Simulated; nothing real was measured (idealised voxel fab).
Title: Process Module voxel double patterning
295 nm wide, 5 nm square cells: that's cross-section cut.
A cross-section is written here as square cells arranged in a grid, and it is given in bands from the top down, each band taking up one or more rows of cells.
Within each band entry, the heights of the top and of the bottom of the band appear first, in that order and in nm; the materials of the band then follow from left to right, each with its corresponding width in nm. The designation "edge to edge" on a single material indicates that it fills the band from edge to edge; the designation "blank" indicates empty space.
We count height from 0. Below that, the starting wafer is all one material. The lowest band never ends at the bottom but goes on down; see "0 and below" for how that is written.
Note: "30->40" means the width goes from the first number (top row of the band) to the second number (bottom row) in equal steps per row of cells.
"no modifications", as given for a step, is the statement that not any cell of the cross-section underwent a change during that step.
Basically, "Sealed voids" tells you about the enclosed voids: empty spaces with no open way to the top, 8 cells or bigger, each written width x height at distance, where distance is from the left edge, all in nm.
The remark found on a step's line after its settings is issued by the simulator itself and pertains to that step.
Steps that use a mask can have "overlay nm" on their line. It says how far the mask sat to the right of where it was meant to be. Negative means to the left.

# The process steps that were planned are listed below
1. RECEIVE (material Si)
2. CONFORMAL_DEP (material SiN; thk nm 5)
3. DIRECTIONAL_DEP (material SiO2; thk nm 15)
4. DIRECTIONAL_DEP (material SiCN; thk nm 10)
5. MASKED_ETCH (tone open; mask id FIRST; width nm 15; pitch nm 50; etch materials SiCN; depth nm 10; overlay nm 0)
6. MASKED_ETCH (tone open; mask id SECOND; width nm 15; etch materials SiCN; depth nm 10; overlay nm 0)
7. DIRECTIONAL_ETCH (etch materials SiO2; depth nm 15)
8. STRIP (etch materials SiCN)

# Cross-section of the wafer at receipt, which is the condition after step 1
  0 and below | Si edge to edge
  Sealed voids: none

# Cross-sectional view of the first of the two wafers upon completion of the module, processed in accordance with the plan
  20 down to 5 | SiO2 115 nm, blank 15 nm, SiO2 10 nm, blank 15 nm, SiO2 10 nm, blank 15 nm, SiO2 115 nm
  5 down to 0 | SiN edge to edge
  0 and below | Si edge to edge
  Sealed voids: none

# Here is the second of the two wafers cut open at the end of the module - same start, same plan as the first one, but we made one mistake running it
  20 down to 5 | SiO2 115 nm, blank 15 nm, SiO2 10 nm, blank 15 nm, SiO2 10 nm, blank 15 nm, SiO2 115 nm
  5 down to 0 | SiO2 edge to edge
  0 and below | Si edge to edge
  Sealed voids: none
Nonconformance to the process plan: step 2 did not happen as planned, as run it was CONFORMAL_DEP (material SiO2; thk nm 5)
End check, counted in cells, second wafer has more or fewer of these materials than the first: SiN -59; SiO2 +59
